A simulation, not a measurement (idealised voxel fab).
process module | voxel spacer lines
cross-section cut | 180 nm wide | cells 5 nm
A cross-section is a grid of square cells, given in bands from the top down. A band is one or more rows of cells.
Each band's line starts with the height of the band's top and of its bottom, in nm. Then come its materials from left to right, each with its width in nm. One material with "throughout" fills the band from edge to edge. "air" is empty space.
Height 0 is the level under which the wafer as received is all one material. The lowest band goes on downwards, as in "0 down".
A width such as "30 to 40" changes by the same amount from each row of cells to the next, from the band's top row to its bottom row.
"no change" after a step means that no cell of the cross-section changed.
closed voids: empty space of 8 cells or more with no open way to the top, each as width x height at its distance from the left edge, in nm
after a step's settings: what the simulator itself notes on the step
overlay nm, on a step with a mask: how far to the right of its planned place the mask lay; to the left if negative
plan
1 op RECEIVE | material Si
2 op CONFORMAL_DEP | material Al2O3 | thk nm 10
3 op DIRECTIONAL_DEP | material TiN | thk nm 10
4 op DIRECTIONAL_DEP | material aC | thk nm 30
5 op PATTERN | tone cover | mask id MANDREL | material resist | width nm 25 | pitch nm 70 | thk nm 35 | overlay nm 0
6 op DIRECTIONAL_ETCH | etch materials aC | depth nm 30
7 op STRIP | etch materials resist
8 op CONFORMAL_DEP | material SiN | thk nm 10
9 op DIRECTIONAL_ETCH | etch materials SiN | depth nm 10
10 op STRIP | etch materials aC
11 op DIRECTIONAL_ETCH | etch materials TiN | depth nm 10
12 op STRIP | etch materials SiN
13 op FILL_DEP | material lowk | thk nm 10
14 op CMP | height nm 20
as received, after step 1
  0 down: Si throughout
  closed voids: none
first wafer at the end, as planned
  20 to 10: lowk 30 | TiN 10 | lowk 25 | TiN 10 | lowk 25 | TiN 10 | lowk 25 | TiN 10 | lowk 35
  10 to 0: Al2O3 throughout
  0 down: Si throughout
  closed voids: none
second wafer at the end: like start, like plan, one mistake
  20 to 10: lowk 35 | TiN 10 | lowk 20 | TiN 10 | lowk 30 | TiN 10 | lowk 20 | TiN 10 | lowk 35
  10 to 0: Al2O3 throughout
  0 down: Si throughout
  closed voids: none
what went wrong: step 5 ran as: op PATTERN | tone cover | mask id MANDREL | material resist | width nm 20 | pitch nm 70 | thk nm 35 | overlay nm 0
at the end the second wafer has, in cells: as many of each material as the first, in other places
